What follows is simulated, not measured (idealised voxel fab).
Name of the process module below: voxel trench capacitor
Cross-sectional view cut (width: 270 nm; square cell size: 5 nm).
Throughout this document, each cross-section is represented as a grid of square cells and is presented as a sequence of bands enumerated from the top downward, where a band comprises one or more rows of cells. What a band's entry tells you: where the top is and where the bottom is, as heights in nm, and after that what lies inside, material by material from left to right, each with its width in nm. Empty space is written as the word "air", and a single material marked with the word "all across" occupies the band from edge to edge. Heights are measured from 0, the level below which the as-received wafer is all one material; the lowest band has no bottom and continues downward, written as in "0 -> down". Width spec "30->40" -> top row of cells at first value, bottom row at second value, equal per-row change in between. What does "remains unaltered" mean for a step? It means no cell of the cross-section changed in that step. Empty spaces without an open route to the top, at least 8 cells in extent, make up the entry "Closed cavities"; each is given as width x height at distance, where the distance is measured from the left edge, and all are in nm. What comes after the settings on a step's line is commentary from the simulator itself on that step. overlay nm: how far to the right of its planned place the mask lay on this masked step (negative: to the left).

Planned step list for the process
1. RECEIVE: material Si
2. CONFORMAL_DEP: material SiN, thk nm 5
3. DIRECTIONAL_DEP: material aC, thk nm 15
4. PATTERN: tone open, mask id TRENCH, material resist, width nm 15, pitch nm 30, thk nm 35, overlay nm 0
5. DIRECTIONAL_ETCH: etch materials aC, depth nm 15
6. STRIP: etch materials resist
7. DIRECTIONAL_ETCH: etch materials SiN, depth nm 5
8. DIRECTIONAL_ETCH: etch materials Si, depth nm 35
9. STRIP: etch materials aC
10. CONFORMAL_DEP: material SiO2, thk nm 5
11. FILL_DEP: material polySi, thk nm 10
12. CMP: height nm 5

As received (post step 1): cross-section
    0 -> down  Si all across
    Closed cavities: none

End-of-module cross-section of the first of two wafers, processed as planned
    5 -> 0  SiN (95); SiO2 (5); polySi (5); SiO2 (5); SiN (15); SiO2 (5); polySi (5); SiO2 (5); SiN (15); SiO2 (5); polySi (5); SiO2 (5); SiN (100)
    0 -> -30  Si (95); SiO2 (5); polySi (5); SiO2 (5); Si (15); SiO2 (5); polySi (5); SiO2 (5); Si (15); SiO2 (5); polySi (5); SiO2 (5); Si (100)
    -30 -> -35  Si (95); SiO2 (15); Si (15); SiO2 (15); Si (15); SiO2 (15); Si (100)
    -35 -> down  Si all across
    Closed cavities: none

Presented here is a cross-section of the second of the two wafers as it stood at the end of the module. It was started in the same manner and assigned the same plan as the first wafer; however, one mistake was made in its execution
    5 -> 0  SiN (100); polySi (5); SiN (25); polySi (5); SiN (25); polySi (5); SiN (105)
    0 -> -30  Si (95); SiN (5); polySi (5); SiN (5); Si (15); SiN (5); polySi (5); SiN (5); Si (15); SiN (5); polySi (5); SiN (5); Si (100)
    -30 -> -35  Si (95); SiN (15); Si (15); SiN (15); Si (15); SiN (15); Si (100)
    -35 -> down  Si all across
    Closed cavities: none
Here's what went sideways: step 10 changed vs plan, executed as CONFORMAL_DEP: material SiN, thk nm 5
The final cell counts differ between the wafers, with the second having more or fewer of some materials than the first: 51 more of SiN | 51 fewer of SiO2
